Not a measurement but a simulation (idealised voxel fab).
Herein follows the process module entitled voxel released beams.
The figure presents cross-section cut, which has a width of 260 nm and is divided into square cells with an edge length of 5 nm.
Just so we're on the same page, the cross-sections are grids of square cells, and they're listed out in bands top to bottom, each band one or more rows deep.
Heads up on the band format: heights come first, top then bottom, in nm. After that it's the materials left to right, each with its width in nm. A single material flagged "all across" fills the whole band edge to edge, and "empty" means there's empty space there.
Counting heights begins at 0, where everything beneath is, in the wafer as received, one material. The lowest band has no bottom; it goes on downwards, as "z 0 and below" shows.
Think of "30 to 40" as a width that walks from the first number to the second as you go down the band, top row to bottom row, taking equal-sized steps from row to row.
"stayed the same" -> step changed no cross-section cell.
"Voids, fully enclosed": empty spaces of 8 cells or more with no open way to the top, each given as width x height at distance, distance from the left edge, all in nm.
after a step's settings: what the simulator itself notes on the step
overlay nm, on a step with a mask: how far to the right of its planned place the mask lay; to the left if negative
Steps planned for the process:
| 1 | RECEIVE: material Si |
| 2 | CONFORMAL_DEP: material Al2O3, thk nm 5 |
| 3 | DIRECTIONAL_DEP: material SiO2, thk nm 15 |
| 4 | DIRECTIONAL_DEP: material aC, thk nm 10 |
| 5 | PATTERN: tone open, mask id ANCHOR, material resist, width nm 45, thk nm 30, overlay nm 0 |
| 6 | DIRECTIONAL_ETCH: etch materials aC, depth nm 10 |
| 7 | STRIP: etch materials resist |
| 8 | DIRECTIONAL_ETCH: etch materials SiO2, depth nm 15 |
| 9 | STRIP: etch materials aC |
| 10 | CONFORMAL_DEP: material SiN, thk nm 15 |
| 11 | DIRECTIONAL_DEP: material aC, thk nm 10 |
| 12 | PATTERN: tone cover, mask id BEAM, material resist, width nm 120, thk nm 30, overlay nm 0 |
| 13 | DIRECTIONAL_ETCH: etch materials aC, depth nm 10 |
| 14 | STRIP: etch materials resist |
| 15 | DIRECTIONAL_ETCH: etch materials SiN, depth nm 15 |
| 16 | STRIP: etch materials aC |
| 17 | STRIP: etch materials SiO2 |
Wafer as received: cross-section following step 1:
    z 0 and below: Si all across
    Voids, fully enclosed: none
End-of-module cross-section of the first of two wafers, processed as planned:
    z 35 to 20: 65 empty, then 20 SiN, then 15 empty, then 85 SiN, then 75 empty
    z 20 to 5: 70 empty, then 45 SiN, then 145 empty
    z 5 to 0: Al2O3 all across
    z 0 and below: Si all across
    Voids, fully enclosed: none
Wafer two, end of module, cross-section. Same start, same plan as wafer one. One mistake in the run:
    z 45 to 30: 65 empty, then 20 SiN, then 15 empty, then 85 SiN, then 75 empty
    z 30 to 15: 70 empty, then 45 SiN, then 145 empty
    z 15 to 0: Al2O3 all across
    z 0 and below: Si all across
    Voids, fully enclosed: none
Against the plan, the run slipped here: step 2 changed vs plan, executed as CONFORMAL_DEP: material Al2O3, thk nm 15
Final wafer comparison in cells, second versus first, more or fewer per material: +104 Al2O3
